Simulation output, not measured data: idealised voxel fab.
A process module follows: voxel capacitor over wiring.
Square cell edge 5 nm, section width 165 nm, ID cut.
A cross-section is written here as square cells arranged in a grid, and it is given in bands from the top down, each band taking up one or more rows of cells. Look at the band entry: it leads with the top's height and the bottom's height in nm. Then it lists the materials left to right, with a width in nm for each. The word "throughout" on a single material says that material fills the band edge to edge. The word "empty" is empty space. Height reference: 0 = level under which incoming wafer is all one material. Lowest band: no bottom, runs on downward, e.g. "top 0, no bottom". Top row gets the first number, bottom row gets the second, and each row in between changes by the same step: that is how a band width like "30->40" works. The cross-section has no changed cell in any step marked "changes: none". Closed-off voids of 8+ cells (no open route to the top) go in "Catalogued sealed voids", written width x height at distance from the left edge, in nm. Text after the settings on a step's line: the simulator's own remark on that step. What "overlay nm" on a step's line means: if the step has a mask, that mask lay this far to the right of its planned place, or, when the value is negative, to the left.

-- Process steps foreseen in the plan
1 RECEIVE,material Si
2 CONFORMAL_DEP,material SiO2,thk nm 15
3 CONFORMAL_DEP,material SiN,thk nm 5
4 DIRECTIONAL_DEP,material SiO2,thk nm 25
5 PATTERN,tone open,mask id METAL_1,material resist,width nm 20,pitch nm 75,thk nm 20,overlay nm 0
6 DIRECTIONAL_ETCH,etch materials SiO2,depth nm 25
7 DIRECTIONAL_ETCH,etch materials SiN,depth nm 5
8 STRIP,etch materials resist
9 CONFORMAL_DEP,material TiN,thk nm 5
10 FILL_DEP,material Ru,thk nm 5
11 CMP,height nm 45
12 EPI,material Ru,thk nm 5
13 FILL_DEP,material SiCN,thk nm 5
14 DIRECTIONAL_DEP,material SiO2,thk nm 20
15 MASKED_ETCH,tone open,mask id PLUG_1,width nm 15,etch materials SiO2,depth nm 20,overlay nm 0
16 MASKED_ETCH,tone open,mask id PLUG_1,width nm 15,etch materials SiCN,depth nm 5,overlay nm 0
17 EPI,material Ru,thk nm 10
18 EPI,material Ru,thk nm 10
19 EPI,material Ru,thk nm 5
20 DIRECTIONAL_DEP,material TiN,thk nm 5
21 DIRECTIONAL_DEP,material SiN,thk nm 5
22 DIRECTIONAL_DEP,material TiN,thk nm 5
23 DIRECTIONAL_DEP,material aC,thk nm 15
24 PATTERN,tone cover,mask id UPPER_PLATE,material resist,width nm 60,thk nm 30,overlay nm 0
25 DIRECTIONAL_ETCH,etch materials aC,depth nm 15
26 STRIP,etch materials resist
27 DIRECTIONAL_ETCH,etch materials TiN,depth nm 5
28 DIRECTIONAL_ETCH,etch materials SiN,depth nm 5
29 STRIP,etch materials aC
30 MASKED_ETCH,tone cover,mask id LOWER_PLATE,width nm 70,etch materials TiN,depth nm 5,overlay nm 0
31 FILL_DEP,material SiO2,thk nm 20
32 CMP,height nm 105
33 DIRECTIONAL_DEP,material aC,thk nm 15
34 PATTERN,tone open,mask id PLUG_2,material resist,width nm 15,thk nm 35,overlay nm 0
35 DIRECTIONAL_ETCH,etch materials aC,depth nm 15
36 STRIP,etch materials resist
37 DIRECTIONAL_ETCH,etch materials SiO2,depth nm 15
38 STRIP,etch materials aC
39 CONFORMAL_DEP,material TiN,thk nm 5
40 FILL_DEP,material Ru,thk nm 5
41 CMP,height nm 105
42 CONFORMAL_DEP,material SiN,thk nm 5

-- As-received state of the wafer in cross-section, equivalent to post-step 1
- top 0, no bottom: Si throughout
- Catalogued sealed voids: none

-- Post-module cross-section of the first of two wafers (run per plan)
- top 110, bottom 105: SiN throughout
- top 105, bottom 95: SiO2 50 nm, then TiN 5 nm, then Ru 5 nm, then TiN 5 nm, then SiO2 100 nm
- top 95, bottom 85: SiO2 50->40 nm, then TiN 15->60 nm, then SiO2 100->65 nm
- top 85, bottom 80: SiO2 40 nm, then SiN 60 nm, then SiO2 65 nm
- top 80, bottom 75: SiO2 35 nm, then TiN 70 nm, then SiO2 60 nm
- top 75, bottom 55: SiO2 40 nm, then Ru 15 nm, then SiO2 110 nm
- top 55, bottom 50: SiCN 40 nm, then Ru 15 nm, then SiCN 110 nm
- top 50, bottom 45: SiCN 30 nm, then Ru 30 nm, then SiCN 45 nm, then Ru 30 nm, then SiCN 30 nm
- top 45, bottom 20: SiO2 35 nm, then TiN 5 nm, then Ru 10 nm, then TiN 5 nm, then SiO2 55 nm, then TiN 5 nm, then Ru 10 nm, then TiN 5 nm, then SiO2 35 nm
- top 20, bottom 15: SiN 35 nm, then TiN 20 nm, then SiN 55 nm, then TiN 20 nm, then SiN 35 nm
- top 15, bottom 0: SiO2 throughout
- top 0, no bottom: Si throughout
- Catalogued sealed voids: none

-- Wafer two, sectioned after the module: the first wafer's start, the first wafer's plan, and one mistake in how it was run
- top 110, bottom 105: SiN throughout
- top 105, bottom 95: SiO2 50 nm, then TiN 5 nm, then Ru 5 nm, then TiN 5 nm, then SiO2 100 nm
- top 95, bottom 85: SiO2 50->40 nm, then TiN 15->60 nm, then SiO2 100->65 nm
- top 85, bottom 80: SiO2 40 nm, then SiN 60 nm, then SiO2 65 nm
- top 80, bottom 75: SiO2 35 nm, then TiN 70 nm, then SiO2 60 nm
- top 75, bottom 55: SiO2 40 nm, then Ru 20 nm, then SiO2 105 nm
- top 55, bottom 50: SiCN 40 nm, then Ru 15 nm, then SiCN 110 nm
- top 50, bottom 45: SiCN 30 nm, then Ru 30 nm, then SiCN 45 nm, then Ru 30 nm, then SiCN 30 nm
- top 45, bottom 20: SiO2 35 nm, then TiN 5 nm, then Ru 10 nm, then TiN 5 nm, then SiO2 55 nm, then TiN 5 nm, then Ru 10 nm, then TiN 5 nm, then SiO2 35 nm
- top 20, bottom 15: SiN 35 nm, then TiN 20 nm, then SiN 55 nm, then TiN 20 nm, then SiN 35 nm
- top 15, bottom 0: SiO2 throughout
- top 0, no bottom: Si throughout
- Catalogued sealed voids: none
Processing error: step 15 was run on a setting that differed from the plan, and what really ran there is MASKED_ETCH,tone open,mask id PLUG_1,width nm 20,etch materials SiO2,depth nm 20,overlay nm 0
In the final state, the cell counts of the second wafer exceed or fall short of those of the first for the following materials: 4 more of Ru, 4 fewer of SiO2
